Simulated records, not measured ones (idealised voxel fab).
Title: Process Module voxel transistor to metal
Square cells of 5 nm make up the cross-section cut, whose width is 205 nm.
Reading order for cross-sections: top band down to bottom band. Underlying form: a grid of square cells. Band size: one or more rows of cells.
Basically the band line says how high the top is and how high the bottom is, in nm, and then what's in it from left to right, every material with its width in nm. Empty space shows up as "blank", and if a single material carries "edge to edge" it runs the full band edge to edge.
Heights are expressed relative to 0, this being the level below which the as-received wafer comprises one material exclusively. The lowest band is unbounded in the downward direction and is denoted as in "top 0, no bottom".
With a width like "30 to 40", each row of cells in the band differs from the next by the same amount, the top row carrying the first number and the bottom row the second.
The designation "nothing was modified", where it is given for a processing step, indicates that no cell of the cross-section was altered in the course of that step.
Entry "Voids lacking openings". Content: empty spaces with no open connection to the top, size 8 cells or greater. Each: width x height at distance. Distance: from left edge. Unit: nm.
On each step's line, the part that comes after the settings is the simulator's own comment on the step.
overlay nm: mask offset rightward from planned place, masked step; negative means leftward offset.

-- These are the steps we planned for the process
1) op RECEIVE | material Si
2) op CONFORMAL_DEP | material SiO2 | thk nm 5
3) op CONFORMAL_DEP | material SiN | thk nm 15
4) op PATTERN | tone cover | mask id ACTIVE | material resist | width nm 115 | thk nm 15 | overlay nm 0
5) op DIRECTIONAL_ETCH | etch materials SiN | depth nm 15
6) op DIRECTIONAL_ETCH | etch materials SiO2 | depth nm 5
7) op DIRECTIONAL_ETCH | etch materials Si | depth nm 35
8) op STRIP | etch materials resist
9) op OXIDIZE | depth nm 5
10) op FILL_DEP | material SiO2 | thk nm 5
11) op CMP | height nm 20
12) op SELECTIVE_ETCH | etch materials SiO2 | depth nm 10
13) op STRIP | etch materials SiN
14) op SELECTIVE_ETCH | etch materials SiO2 | depth nm 5
15) op OXIDIZE | depth nm 5
16) op DIRECTIONAL_DEP | material polySi | thk nm 20
17) op DIRECTIONAL_DEP | material SiCN | thk nm 15
18) op PATTERN | tone cover | mask id GATE | material resist | width nm 35 | thk nm 15 | overlay nm 0
19) op DIRECTIONAL_ETCH | etch materials SiCN | depth nm 25
20) op DIRECTIONAL_ETCH | etch materials polySi | depth nm 30
21) op STRIP | etch materials resist
22) op CONFORMAL_DEP | material SiN | thk nm 5
23) op DIRECTIONAL_ETCH | etch materials SiN | depth nm 5
24) op DIRECTIONAL_ETCH | etch materials SiO2 | depth nm 5
25) op DIRECTIONAL_ETCH | etch materials Si | depth nm 5
26) op EPI | material nSi | thk nm 10
27) op FILL_DEP | material SiO2 | thk nm 10
28) op CMP | height nm 20
29) op STRIP | etch materials polySi
30) op SELECTIVE_ETCH | etch materials SiO2 | depth nm 5
31) op CONFORMAL_DEP | material HfO2 | thk nm 5
32) op CONFORMAL_DEP | material TiN | thk nm 5
33) op FILL_DEP | material W | thk nm 5
34) op CMP | height nm 15
35) op DIRECTIONAL_DEP | material SiO2 | thk nm 10
36) op MASKED_ETCH | tone open | mask id CONTACT | width nm 20 | pitch nm 85 | etch materials SiO2 | depth nm 25 | overlay nm 0
37) op CONFORMAL_DEP | material TiN | thk nm 5
38) op FILL_DEP | material Ru | thk nm 5
39) op CMP | height nm 25
40) op CONFORMAL_DEP | material SiCN | thk nm 5
41) op DIRECTIONAL_DEP | material lowk | thk nm 25
42) op MASKED_ETCH | tone open | mask id METAL_1 | width nm 20 | pitch nm 85 | etch materials lowk | depth nm 25 | overlay nm 0
43) op MASKED_ETCH | tone open | mask id METAL_1 | width nm 20 | pitch nm 85 | etch materials SiCN | depth nm 5 | overlay nm 0
44) op CONFORMAL_DEP | material TiN | thk nm 5
45) op FILL_DEP | material Cu | thk nm 5
46) op CMP | height nm 55
47) op CONFORMAL_DEP | material SiCN | thk nm 5
48) op DIRECTIONAL_DEP | material lowk | thk nm 30
49) op DIRECTIONAL_DEP | material aC | thk nm 10
50) op PATTERN | tone open | mask id METAL_2_HOLES | material resist | width nm 15 | pitch nm 85 | thk nm 25 | overlay nm 0
51) op DIRECTIONAL_ETCH | etch materials aC | depth nm 10
52) op STRIP | etch materials resist
53) op DIRECTIONAL_ETCH | etch materials lowk | depth nm 30
54) op STRIP | etch materials aC
55) op DIRECTIONAL_DEP | material aC | thk nm 10
56) op PATTERN | tone open | mask id METAL_2 | material resist | width nm 20 | pitch nm 85 | thk nm 25 | overlay nm 0
57) op DIRECTIONAL_ETCH | etch materials aC | depth nm 10
58) op STRIP | etch materials resist
59) op DIRECTIONAL_ETCH | etch materials lowk | depth nm 15
60) op DIRECTIONAL_ETCH | etch materials SiCN | depth nm 5
61) op STRIP | etch materials aC
62) op CONFORMAL_DEP | material TiN | thk nm 5
63) op FILL_DEP | material Cu | thk nm 5
64) op CMP | height nm 90
65) op CONFORMAL_DEP | material SiN | thk nm 5

-- First of the two wafers, run per plan

-- Cross-section of the wafer upon arrival, representing the state reached after step 1
  top 0, no bottom: Si edge to edge
  Voids lacking openings: none

-- Cross-section: wafer state after step 2
  top 5, bottom 0: SiO2 edge to edge
  Heights below 0 show no change.

-- Cross-section: wafer state after step 3
  top 20, bottom 5: SiN edge to edge
  Heights below 5 show no change.

-- Cross-section: wafer state after step 4
  top 35, bottom 20: blank=45  resist=115  blank=45
  Heights below 20 show no change.

-- Cross-section: wafer state after step 5
  top 35, bottom 20: blank=45  resist=115  blank=45
  top 20, bottom 5: blank=45  SiN=115  blank=45
  Heights below 5 show no change.

-- Cross-section: wafer state after step 6
  top 35, bottom 20: blank=45  resist=115  blank=45
  top 20, bottom 5: blank=45  SiN=115  blank=45
  top 5, bottom 0: blank=45  SiO2=115  blank=45
  Heights below 0 show no change.

-- Cross-section: wafer state after step 7
  top 35, bottom 20: blank=45  resist=115  blank=45
  top 20, bottom 5: blank=45  SiN=115  blank=45
  top 5, bottom 0: blank=45  SiO2=115  blank=45
  top 0, bottom -35: blank=45  Si=115  blank=45
  Heights below -35 show no change.

-- Cross-section: wafer state after step 8
  top 20, bottom 5: blank=45  SiN=115  blank=45
  Heights below 5 show no change.

-- Cross-section: wafer state after step 9
  top 20, bottom 5: blank=45  SiN=115  blank=45
  top 5, bottom 0: blank=45  SiO2=115  blank=45
  top 0, bottom -35: blank=45  SiO2=5  Si=105  SiO2=5  blank=45
  top -35, bottom -40: SiO2=50  Si=105  SiO2=50
  Heights below -40 show no change.

-- Cross-section: wafer state after step 10
  top 25, bottom 20: SiO2 edge to edge
  top 20, bottom 5: SiO2=45  SiN=115  SiO2=45
  top 5, bottom 0: SiO2 edge to edge
  top 0, bottom -40: SiO2=50  Si=105  SiO2=50
  Heights below -40 show no change.

-- Cross-section: wafer state after step 11
  top 20, bottom 5: SiO2=45  SiN=115  SiO2=45
  Heights below 5 show no change.

-- Cross-section: wafer state after step 12
  top 20, bottom 10: blank=45  SiN=115  blank=45
  Heights below 10 show no change.

-- Cross-section: wafer state after step 13
  top 10, bottom 5: SiO2=45  blank=115  SiO2=45
  Heights below 5 show no change.

-- Cross-section: wafer state after step 14
  top 5, bottom 0: SiO2=40  blank=125  SiO2=40
  Heights below 0 show no change.

-- Cross-section: wafer state after step 15
  top 5, bottom 0: SiO2=40  blank=125  SiO2=40
  top 0, bottom -5: SiO2 edge to edge
  Heights below -5 show no change.

-- Cross-section: wafer state after step 16
  top 25, bottom 20: polySi=40  blank=125  polySi=40
  top 20, bottom 5: polySi edge to edge
  top 5, bottom 0: SiO2=40  polySi=125  SiO2=40
  Heights below 0 show no change.

-- Cross-section: wafer state after step 17
  top 40, bottom 35: SiCN=40  blank=125  SiCN=40
  top 35, bottom 25: SiCN edge to edge
  top 25, bottom 20: polySi=40  SiCN=125  polySi=40
  Heights below 20 show no change.

-- Cross-section: wafer state after step 18
  top 55, bottom 40: blank=85  resist=35  blank=85
  top 40, bottom 35: SiCN=40  blank=45  resist=35  blank=45  SiCN=40
  Heights below 35 show no change.

-- Cross-section: wafer state after step 19
  top 55, bottom 35: blank=85  resist=35  blank=85
  top 35, bottom 25: blank=85  SiCN=35  blank=85
  top 25, bottom 20: polySi=40  blank=45  SiCN=35  blank=45  polySi=40
  Heights below 20 show no change.

-- Cross-section: wafer state after step 20
  top 55, bottom 35: blank=85  resist=35  blank=85
  top 35, bottom 20: blank=85  SiCN=35  blank=85
  top 20, bottom 5: blank=85  polySi=35  blank=85
  top 5, bottom 0: SiO2=40  blank=45  polySi=35  blank=45  SiO2=40
  Heights below 0 show no change.

-- Cross-section: wafer state after step 21
  top 35, bottom 20: blank=85  SiCN=35  blank=85
  Heights below 20 show no change.

-- Cross-section: wafer state after step 22
  top 40, bottom 35: blank=80  SiN=45  blank=80
  top 35, bottom 20: blank=80  SiN=5  SiCN=35  SiN=5  blank=80
  top 20, bottom 10: blank=80  SiN=5  polySi=35  SiN=5  blank=80
  top 10, bottom 5: SiN=45  blank=35  SiN=5  polySi=35  SiN=5  blank=35  SiN=45
  top 5, bottom 0: SiO2=40  SiN=45  polySi=35  SiN=45  SiO2=40
  Heights below 0 show no change.

-- Cross-section: wafer state after step 23
  top 35, bottom 20: blank=80  SiN=5  SiCN=35  SiN=5  blank=80
  top 20, bottom 5: blank=80  SiN=5  polySi=35  SiN=5  blank=80
  top 5, bottom 0: SiO2=40  SiN=5  blank=35  SiN=5  polySi=35  SiN=5  blank=35  SiN=5  SiO2=40
  Heights below 0 show no change.

-- Cross-section: wafer state after step 24
  top 35, bottom 20: blank=80  SiN=5  SiCN=35  SiN=5  blank=80
  top 20, bottom 5: blank=80  SiN=5  polySi=35  SiN=5  blank=80
  top 5, bottom 0: blank=40  SiN=5  blank=35  SiN=5  polySi=35  SiN=5  blank=35  SiN=5  blank=40
  top 0, bottom -5: SiO2=45  blank=35  SiO2=45  blank=35  SiO2=45
  Heights below -5 show no change.

-- Cross-section: wafer state after step 25
  top 35, bottom 20: blank=80  SiN=5  SiCN=35  SiN=5  blank=80
  top 20, bottom 5: blank=80  SiN=5  polySi=35  SiN=5  blank=80
  top 5, bottom 0: blank=40  SiN=5  blank=35  SiN=5  polySi=35  SiN=5  blank=35  SiN=5  blank=40
  top 0, bottom -5: SiO2=45  blank=35  SiO2=45  blank=35  SiO2=45
  top -5, bottom -10: SiO2=50  blank=30  Si=45  blank=30  SiO2=50
  Heights below -10 show no change.

-- Cross-section: wafer state after step 26
  top 35, bottom 20: blank=80  SiN=5  SiCN=35  SiN=5  blank=80
  top 20, bottom 5: blank=80  SiN=5  polySi=35  SiN=5  blank=80
  top 5, bottom 0: blank=40  SiN=5  blank=25  nSi=10  SiN=5  polySi=35  SiN=5  nSi=10  blank=25  SiN=5  blank=40
  top 0, bottom -5: SiO2=45  nSi=35  SiO2=45  nSi=35  SiO2=45
  top -5, bottom -10: SiO2=50  nSi=30  Si=45  nSi=30  SiO2=50
  Heights below -10 show no change.

-- Cross-section: wafer state after step 27
  top 45, bottom 35: SiO2 edge to edge
  top 35, bottom 20: SiO2=80  SiN=5  SiCN=35  SiN=5  SiO2=80
  top 20, bottom 5: SiO2=80  SiN=5  polySi=35  SiN=5  SiO2=80
  top 5, bottom 0: SiO2=40  SiN=5  SiO2=25  nSi=10  SiN=5  polySi=35  SiN=5  nSi=10  SiO2=25  SiN=5  SiO2=40
  Heights below 0 show no change.

-- Cross-section: wafer state after step 28
  top 20, bottom 5: SiO2=80  SiN=5  polySi=35  SiN=5  SiO2=80
  Heights below 5 show no change.

-- Cross-section: wafer state after step 29
  top 20, bottom 5: SiO2=80  SiN=5  blank=35  SiN=5  SiO2=80
  top 5, bottom 0: SiO2=40  SiN=5  SiO2=25  nSi=10  SiN=5  blank=35  SiN=5  nSi=10  SiO2=25  SiN=5  SiO2=40
  Heights below 0 show no change.

-- Cross-section: wafer state after step 30
  top 20, bottom 15: blank=80  SiN=5  blank=35  SiN=5  blank=80
  top 15, bottom 5: SiO2=80  SiN=5  blank=35  SiN=5  SiO2=80
  top 5, bottom 0: SiO2=40  SiN=5  SiO2=25  nSi=10  SiN=5  blank=35  SiN=5  nSi=10  SiO2=25  SiN=5  SiO2=40
  top 0, bottom -5: SiO2=45  nSi=35  blank=45  nSi=35  SiO2=45
  Heights below -5 show no change.

-- Cross-section: wafer state after step 31
  top 25, bottom 20: blank=75  HfO2=15  blank=25  HfO2=15  blank=75
  top 20, bottom 15: HfO2=80  SiN=5  HfO2=5  blank=25  HfO2=5  SiN=5  HfO2=80
  top 15, bottom 5: SiO2=80  SiN=5  HfO2=5  blank=25  HfO2=5  SiN=5  SiO2=80
  top 5, bottom 0: SiO2=40  SiN=5  SiO2=25  nSi=10  SiN=5  HfO2=5  blank=25  HfO2=5  SiN=5  nSi=10  SiO2=25  SiN=5  SiO2=40
  top 0, bottom -5: SiO2=45  nSi=35  HfO2=45  nSi=35  SiO2=45
  Heights below -5 show no change.

-- Cross-section: wafer state after step 32
  top 30, bottom 25: blank=70  TiN=25  blank=15  TiN=25  blank=70
  top 25, bottom 20: TiN=75  HfO2=15  TiN=5  blank=15  TiN=5  HfO2=15  TiN=75
  top 20, bottom 15: HfO2=80  SiN=5  HfO2=5  TiN=5  blank=15  TiN=5  HfO2=5  SiN=5  HfO2=80
  top 15, bottom 5: SiO2=80  SiN=5  HfO2=5  TiN=5  blank=15  TiN=5  HfO2=5  SiN=5  SiO2=80
  top 5, bottom 0: SiO2=40  SiN=5  SiO2=25  nSi=10  SiN=5  HfO2=5  TiN=25  HfO2=5  SiN=5  nSi=10  SiO2=25  SiN=5  SiO2=40
  Heights below 0 show no change.

-- Cross-section: wafer state after step 33
  top 35, bottom 30: W edge to edge
  top 30, bottom 25: W=70  TiN=25  W=15  TiN=25  W=70
  top 25, bottom 20: TiN=75  HfO2=15  TiN=5  W=15  TiN=5  HfO2=15  TiN=75
  top 20, bottom 15: HfO2=80  SiN=5  HfO2=5  TiN=5  W=15  TiN=5  HfO2=5  SiN=5  HfO2=80
  top 15, bottom 5: SiO2=80  SiN=5  HfO2=5  TiN=5  W=15  TiN=5  HfO2=5  SiN=5  SiO2=80
  Heights below 5 show no change.

-- Cross-section: wafer state after step 34
  top 15, bottom 5: SiO2=80  SiN=5  HfO2=5  TiN=5  W=15  TiN=5  HfO2=5  SiN=5  SiO2=80
  Heights below 5 show no change.

-- Cross-section: wafer state after step 35
  top 25, bottom 15: SiO2 edge to edge
  Heights below 15 show no change.

-- Cross-section: wafer state after step 36
  top 25, bottom 15: SiO2=50  blank=20  SiO2=65  blank=20  SiO2=50
  top 15, bottom 5: SiO2=50  blank=20  SiO2=10  SiN=5  HfO2=5  TiN=5  W=15  TiN=5  HfO2=5  SiN=5  SiO2=10  blank=20  SiO2=50
  top 5, bottom 0: SiO2=40  SiN=5  SiO2=5  blank=20  nSi=10  SiN=5  HfO2=5  TiN=25  HfO2=5  SiN=5  nSi=10  blank=20  SiO2=5  SiN=5  SiO2=40
  Heights below 0 show no change.

-- Cross-section: wafer state after step 37
  top 30, bottom 25: TiN=55  blank=10  TiN=75  blank=10  TiN=55
  top 25, bottom 15: SiO2=50  TiN=5  blank=10  TiN=5  SiO2=65  TiN=5  blank=10  TiN=5  SiO2=50
  top 15, bottom 5: SiO2=50  TiN=5  blank=10  TiN=5  SiO2=10  SiN=5  HfO2=5  TiN=5  W=15  TiN=5  HfO2=5  SiN=5  SiO2=10  TiN=5  blank=10  TiN=5  SiO2=50
  top 5, bottom 0: SiO2=40  SiN=5  SiO2=5  TiN=20  nSi=10  SiN=5  HfO2=5  TiN=25  HfO2=5  SiN=5  nSi=10  TiN=20  SiO2=5  SiN=5  SiO2=40
  Heights below 0 show no change.

-- Cross-section: wafer state after step 38
  top 35, bottom 30: Ru edge to edge
  top 30, bottom 25: TiN=55  Ru=10  TiN=75  Ru=10  TiN=55
  top 25, bottom 15: SiO2=50  TiN=5  Ru=10  TiN=5  SiO2=65  TiN=5  Ru=10  TiN=5  SiO2=50
  top 15, bottom 5: SiO2=50  TiN=5  Ru=10  TiN=5  SiO2=10  SiN=5  HfO2=5  TiN=5  W=15  TiN=5  HfO2=5  SiN=5  SiO2=10  TiN=5  Ru=10  TiN=5  SiO2=50
  Heights below 5 show no change.

-- Cross-section: wafer state after step 39
  top 25, bottom 15: SiO2=50  TiN=5  Ru=10  TiN=5  SiO2=65  TiN=5  Ru=10  TiN=5  SiO2=50
  Heights below 15 show no change.

-- Cross-section: wafer state after step 40
  top 30, bottom 25: SiCN edge to edge
  Heights below 25 show no change.

-- Cross-section: wafer state after step 41
  top 55, bottom 30: lowk edge to edge
  Heights below 30 show no change.

-- Cross-section: wafer state after step 42
  top 55, bottom 30: lowk=50  blank=20  lowk=65  blank=20  lowk=50
  Heights below 30 show no change.

-- Cross-section: wafer state after step 43
  top 55, bottom 30: lowk=50  blank=20  lowk=65  blank=20  lowk=50
  top 30, bottom 25: SiCN=50  blank=20  SiCN=65  blank=20  SiCN=50
  Heights below 25 show no change.

-- Cross-section: wafer state after step 44
  top 60, bottom 55: TiN=55  blank=10  TiN=75  blank=10  TiN=55
  top 55, bottom 30: lowk=50  TiN=5  blank=10  TiN=5  lowk=65  TiN=5  blank=10  TiN=5  lowk=50
  top 30, bottom 25: SiCN=50  TiN=20  SiCN=65  TiN=20  SiCN=50
  Heights below 25 show no change.

-- Cross-section: wafer state after step 45
  top 65, bottom 60: Cu edge to edge
  top 60, bottom 55: TiN=55  Cu=10  TiN=75  Cu=10  TiN=55
  top 55, bottom 30: lowk=50  TiN=5  Cu=10  TiN=5  lowk=65  TiN=5  Cu=10  TiN=5  lowk=50
  Heights below 30 show no change.

-- Cross-section: wafer state after step 46
  top 55, bottom 30: lowk=50  TiN=5  Cu=10  TiN=5  lowk=65  TiN=5  Cu=10  TiN=5  lowk=50
  Heights below 30 show no change.

-- Cross-section: wafer state after step 47
  top 60, bottom 55: SiCN edge to edge
  Heights below 55 show no change.

-- Cross-section: wafer state after step 48
  top 90, bottom 60: lowk edge to edge
  Heights below 60 show no change.

-- Cross-section: wafer state after step 49
  top 100, bottom 90: aC edge to edge
  Heights below 90 show no change.

-- Cross-section: wafer state after step 50
  top 125, bottom 100: resist=50  blank=15  resist=70  blank=15  resist=55
  Heights below 100 show no change.

-- Cross-section: wafer state after step 51
  top 115, bottom 100: resist=50  blank=15  resist=70  blank=15  resist=55
  top 100, bottom 90: aC=50  blank=15  aC=70  blank=15  aC=55
  Heights below 90 show no change.

-- Cross-section: wafer state after step 52
  top 100, bottom 90: aC=50  blank=15  aC=70  blank=15  aC=55
  Heights below 90 show no change.

-- Cross-section: wafer state after step 53
  top 100, bottom 90: aC=50  blank=15  aC=70  blank=15  aC=55
  top 90, bottom 60: lowk=50  blank=15  lowk=70  blank=15  lowk=55
  Heights below 60 show no change.

-- Cross-section: wafer state after step 54
  top 90, bottom 60: lowk=50  blank=15  lowk=70  blank=15  lowk=55
  Heights below 60 show no change.

-- Cross-section: wafer state after step 55
  top 100, bottom 90: aC=50  blank=15  aC=70  blank=15  aC=55
  top 90, bottom 70: lowk=50  blank=15  lowk=70  blank=15  lowk=55
  top 70, bottom 60: lowk=50  aC=15  lowk=70  aC=15  lowk=55
  Heights below 60 show no change.

-- Cross-section: wafer state after step 56
  top 125, bottom 100: resist=50  blank=20  resist=65  blank=20  resist=50
  Heights below 100 show no change.

-- Cross-section: wafer state after step 57
  top 115, bottom 100: resist=50  blank=20  resist=65  blank=20  resist=50
  top 100, bottom 90: aC=50  blank=20  aC=65  blank=20  aC=50
  top 90, bottom 60: lowk=50  blank=15  lowk=70  blank=15  lowk=55
  Heights below 60 show no change.

-- Cross-section: wafer state after step 58
  top 100, bottom 90: aC=50  blank=20  aC=65  blank=20  aC=50
  Heights below 90 show no change.

-- Cross-section: wafer state after step 59
  top 100, bottom 90: aC=50  blank=20  aC=65  blank=20  aC=50
  top 90, bottom 75: lowk=50  blank=20  lowk=65  blank=20  lowk=50
  Heights below 75 show no change.

-- Cross-section: wafer state after step 60
  top 100, bottom 90: aC=50  blank=20  aC=65  blank=20  aC=50
  top 90, bottom 75: lowk=50  blank=20  lowk=65  blank=20  lowk=50
  top 75, bottom 60: lowk=50  blank=15  lowk=70  blank=15  lowk=55
  top 60, bottom 55: SiCN=50  blank=15  SiCN=70  blank=15  SiCN=55
  Heights below 55 show no change.

-- Cross-section: wafer state after step 61
  top 90, bottom 75: lowk=50  blank=20  lowk=65  blank=20  lowk=50
  Heights below 75 show no change.

-- Cross-section: wafer state after step 62
  top 95, bottom 90: TiN=55  blank=10  TiN=75  blank=10  TiN=55
  top 90, bottom 80: lowk=50  TiN=5  blank=10  TiN=5  lowk=65  TiN=5  blank=10  TiN=5  lowk=50
  top 80, bottom 75: lowk=50  TiN=5  blank=5  TiN=10  lowk=65  TiN=5  blank=5  TiN=10  lowk=50
  top 75, bottom 60: lowk=50  TiN=5  blank=5  TiN=5  lowk=70  TiN=5  blank=5  TiN=5  lowk=55
  top 60, bottom 55: SiCN=50  TiN=15  SiCN=70  TiN=15  SiCN=55
  Heights below 55 show no change.

-- Cross-section: wafer state after step 63
  top 100, bottom 95: Cu edge to edge
  top 95, bottom 90: TiN=55  Cu=10  TiN=75  Cu=10  TiN=55
  top 90, bottom 80: lowk=50  TiN=5  Cu=10  TiN=5  lowk=65  TiN=5  Cu=10  TiN=5  lowk=50
  top 80, bottom 75: lowk=50  TiN=5  Cu=5  TiN=10  lowk=65  TiN=5  Cu=5  TiN=10  lowk=50
  top 75, bottom 60: lowk=50  TiN=5  Cu=5  TiN=5  lowk=70  TiN=5  Cu=5  TiN=5  lowk=55
  Heights below 60 show no change.

-- Cross-section: wafer state after step 64
  top 90, bottom 80: lowk=50  TiN=5  Cu=10  TiN=5  lowk=65  TiN=5  Cu=10  TiN=5  lowk=50
  Heights below 80 show no change.

-- Cross-section: wafer state after step 65
  top 95, bottom 90: SiN edge to edge
  Heights below 90 show no change.

-- Here the second wafer is described. Its start and its plan were those of the first wafer. Its run contained one mistake. Up to and including step 35, it did exactly what the first wafer did

-- Cross-section: second wafer, time at which step 36 was scheduled to end
  top 25, bottom 15: blank=50  SiO2=20  blank=65  SiO2=20  blank=50
  top 15, bottom 5: blank=50  SiO2=20  blank=10  SiN=5  HfO2=5  TiN=5  W=15  TiN=5  HfO2=5  SiN=5  blank=10  SiO2=20  blank=50
  top 5, bottom 0: blank=40  SiN=5  blank=5  SiO2=20  nSi=10  SiN=5  HfO2=5  TiN=25  HfO2=5  SiN=5  nSi=10  SiO2=20  blank=5  SiN=5  blank=40
  Heights below 0 show no change.

-- Cross-section: second wafer, time at which step 37 was scheduled to end
  top 30, bottom 25: blank=45  TiN=30  blank=55  TiN=30  blank=45
  top 25, bottom 20: blank=45  TiN=5  SiO2=20  TiN=5  blank=55  TiN=5  SiO2=20  TiN=5  blank=45
  top 20, bottom 15: blank=45  TiN=5  SiO2=20  TiN=65  SiO2=20  TiN=5  blank=45
  top 15, bottom 5: blank=45 to 35  TiN=5 to 15  SiO2=20  TiN=10  SiN=5  HfO2=5  TiN=5  W=15  TiN=5  HfO2=5  SiN=5  TiN=10  SiO2=20  TiN=5 to 15  blank=45 to 35
  top 5, bottom 0: TiN=40  SiN=5  TiN=5  SiO2=20  nSi=10  SiN=5  HfO2=5  TiN=25  HfO2=5  SiN=5  nSi=10  SiO2=20  TiN=5  SiN=5  TiN=40
  Heights below 0 show no change.

-- Cross-section: second wafer, time at which step 38 was scheduled to end
  top 35, bottom 30: Ru edge to edge
  top 30, bottom 25: Ru=45  TiN=30  Ru=55  TiN=30  Ru=45
  top 25, bottom 20: Ru=45  TiN=5  SiO2=20  TiN=5  Ru=55  TiN=5  SiO2=20  TiN=5  Ru=45
  top 20, bottom 15: Ru=45  TiN=5  SiO2=20  TiN=65  SiO2=20  TiN=5  Ru=45
  top 15, bottom 5: Ru=45 to 35  TiN=5 to 15  SiO2=20  TiN=10  SiN=5  HfO2=5  TiN=5  W=15  TiN=5  HfO2=5  SiN=5  TiN=10  SiO2=20  TiN=5 to 15  Ru=45 to 35
  Heights below 5 show no change.

-- Cross-section: second wafer, time at which step 39 was scheduled to end
  top 25, bottom 20: Ru=45  TiN=5  SiO2=20  TiN=5  Ru=55  TiN=5  SiO2=20  TiN=5  Ru=45
  Heights below 20 show no change.

-- Cross-section: second wafer, time at which step 40 was scheduled to end
  top 30, bottom 25: SiCN edge to edge
  Heights below 25 show no change.

-- Cross-section: second wafer, time at which step 41 was scheduled to end
  top 55, bottom 30: lowk edge to edge
  Heights below 30 show no change.

-- Cross-section: second wafer, time at which step 42 was scheduled to end
  top 55, bottom 30: lowk=50  blank=20  lowk=65  blank=20  lowk=50
  Heights below 30 show no change.

-- Cross-section: second wafer, time at which step 43 was scheduled to end
  top 55, bottom 30: lowk=50  blank=20  lowk=65  blank=20  lowk=50
  top 30, bottom 25: SiCN=50  blank=20  SiCN=65  blank=20  SiCN=50
  Heights below 25 show no change.

-- Cross-section: second wafer, time at which step 44 was scheduled to end
  top 60, bottom 55: TiN=55  blank=10  TiN=75  blank=10  TiN=55
  top 55, bottom 30: lowk=50  TiN=5  blank=10  TiN=5  lowk=65  TiN=5  blank=10  TiN=5  lowk=50
  top 30, bottom 25: SiCN=50  TiN=20  SiCN=65  TiN=20  SiCN=50
  Heights below 25 show no change.

-- Cross-section: second wafer, time at which step 45 was scheduled to end
  top 65, bottom 60: Cu edge to edge
  top 60, bottom 55: TiN=55  Cu=10  TiN=75  Cu=10  TiN=55
  top 55, bottom 30: lowk=50  TiN=5  Cu=10  TiN=5  lowk=65  TiN=5  Cu=10  TiN=5  lowk=50
  Heights below 30 show no change.

-- Cross-section: second wafer, time at which step 46 was scheduled to end
  top 55, bottom 30: lowk=50  TiN=5  Cu=10  TiN=5  lowk=65  TiN=5  Cu=10  TiN=5  lowk=50
  Heights below 30 show no change.

-- Cross-section: second wafer, time at which step 47 was scheduled to end
  top 60, bottom 55: SiCN edge to edge
  Heights below 55 show no change.

-- Cross-section: second wafer, time at which step 48 was scheduled to end
  top 90, bottom 60: lowk edge to edge
  Heights below 60 show no change.

-- Cross-section: second wafer, time at which step 49 was scheduled to end
  top 100, bottom 90: aC edge to edge
  Heights below 90 show no change.

-- Cross-section: second wafer, time at which step 50 was scheduled to end
  top 125, bottom 100: resist=50  blank=15  resist=70  blank=15  resist=55
  Heights below 100 show no change.

-- Cross-section: second wafer, time at which step 51 was scheduled to end
  top 115, bottom 100: resist=50  blank=15  resist=70  blank=15  resist=55
  top 100, bottom 90: aC=50  blank=15  aC=70  blank=15  aC=55
  Heights below 90 show no change.

-- Cross-section: second wafer, time at which step 52 was scheduled to end
  top 100, bottom 90: aC=50  blank=15  aC=70  blank=15  aC=55
  Heights below 90 show no change.

-- Cross-section: second wafer, time at which step 53 was scheduled to end
  top 100, bottom 90: aC=50  blank=15  aC=70  blank=15  aC=55
  top 90, bottom 60: lowk=50  blank=15  lowk=70  blank=15  lowk=55
  Heights below 60 show no change.

-- Cross-section: second wafer, time at which step 54 was scheduled to end
  top 90, bottom 60: lowk=50  blank=15  lowk=70  blank=15  lowk=55
  Heights below 60 show no change.

-- Cross-section: second wafer, time at which step 55 was scheduled to end
  top 100, bottom 90: aC=50  blank=15  aC=70  blank=15  aC=55
  top 90, bottom 70: lowk=50  blank=15  lowk=70  blank=15  lowk=55
  top 70, bottom 60: lowk=50  aC=15  lowk=70  aC=15  lowk=55
  Heights below 60 show no change.

-- Cross-section: second wafer, time at which step 56 was scheduled to end
  top 125, bottom 100: resist=50  blank=20  resist=65  blank=20  resist=50
  Heights below 100 show no change.

-- Cross-section: second wafer, time at which step 57 was scheduled to end
  top 115, bottom 100: resist=50  blank=20  resist=65  blank=20  resist=50
  top 100, bottom 90: aC=50  blank=20  aC=65  blank=20  aC=50
  top 90, bottom 60: lowk=50  blank=15  lowk=70  blank=15  lowk=55
  Heights below 60 show no change.

-- Cross-section: second wafer, time at which step 58 was scheduled to end
  top 100, bottom 90: aC=50  blank=20  aC=65  blank=20  aC=50
  Heights below 90 show no change.

-- Cross-section: second wafer, time at which step 59 was scheduled to end
  top 100, bottom 90: aC=50  blank=20  aC=65  blank=20  aC=50
  top 90, bottom 75: lowk=50  blank=20  lowk=65  blank=20  lowk=50
  Heights below 75 show no change.

-- Cross-section: second wafer, time at which step 60 was scheduled to end
  top 100, bottom 90: aC=50  blank=20  aC=65  blank=20  aC=50
  top 90, bottom 75: lowk=50  blank=20  lowk=65  blank=20  lowk=50
  top 75, bottom 60: lowk=50  blank=15  lowk=70  blank=15  lowk=55
  top 60, bottom 55: SiCN=50  blank=15  SiCN=70  blank=15  SiCN=55
  Heights below 55 show no change.

-- Cross-section: second wafer, time at which step 61 was scheduled to end
  top 90, bottom 75: lowk=50  blank=20  lowk=65  blank=20  lowk=50
  Heights below 75 show no change.

-- Cross-section: second wafer, time at which step 62 was scheduled to end
  top 95, bottom 90: TiN=55  blank=10  TiN=75  blank=10  TiN=55
  top 90, bottom 80: lowk=50  TiN=5  blank=10  TiN=5  lowk=65  TiN=5  blank=10  TiN=5  lowk=50
  top 80, bottom 75: lowk=50  TiN=5  blank=5  TiN=10  lowk=65  TiN=5  blank=5  TiN=10  lowk=50
  top 75, bottom 60: lowk=50  TiN=5  blank=5  TiN=5  lowk=70  TiN=5  blank=5  TiN=5  lowk=55
  top 60, bottom 55: SiCN=50  TiN=15  SiCN=70  TiN=15  SiCN=55
  Heights below 55 show no change.

-- Cross-section: second wafer, time at which step 63 was scheduled to end
  top 100, bottom 95: Cu edge to edge
  top 95, bottom 90: TiN=55  Cu=10  TiN=75  Cu=10  TiN=55
  top 90, bottom 80: lowk=50  TiN=5  Cu=10  TiN=5  lowk=65  TiN=5  Cu=10  TiN=5  lowk=50
  top 80, bottom 75: lowk=50  TiN=5  Cu=5  TiN=10  lowk=65  TiN=5  Cu=5  TiN=10  lowk=50
  top 75, bottom 60: lowk=50  TiN=5  Cu=5  TiN=5  lowk=70  TiN=5  Cu=5  TiN=5  lowk=55
  Heights below 60 show no change.

-- Cross-section: second wafer, time at which step 64 was scheduled to end
  top 90, bottom 80: lowk=50  TiN=5  Cu=10  TiN=5  lowk=65  TiN=5  Cu=10  TiN=5  lowk=50
  Heights below 80 show no change.

-- Cross-section: second wafer, time at which step 65 was scheduled to end
  top 95, bottom 90: SiN edge to edge
  Heights below 90 show no change.
The mistake made against the process plan was this: step 36 was processed under conditions differing from the plan, specifically as op MASKED_ETCH | tone cover | mask id CONTACT | width nm 20 | pitch nm 85 | etch materials SiO2 | depth nm 25 | overlay nm 0
Final wafer comparison in cells, second versus first, more or fewer per material: +63 Ru | -92 SiO2 | +29 TiN
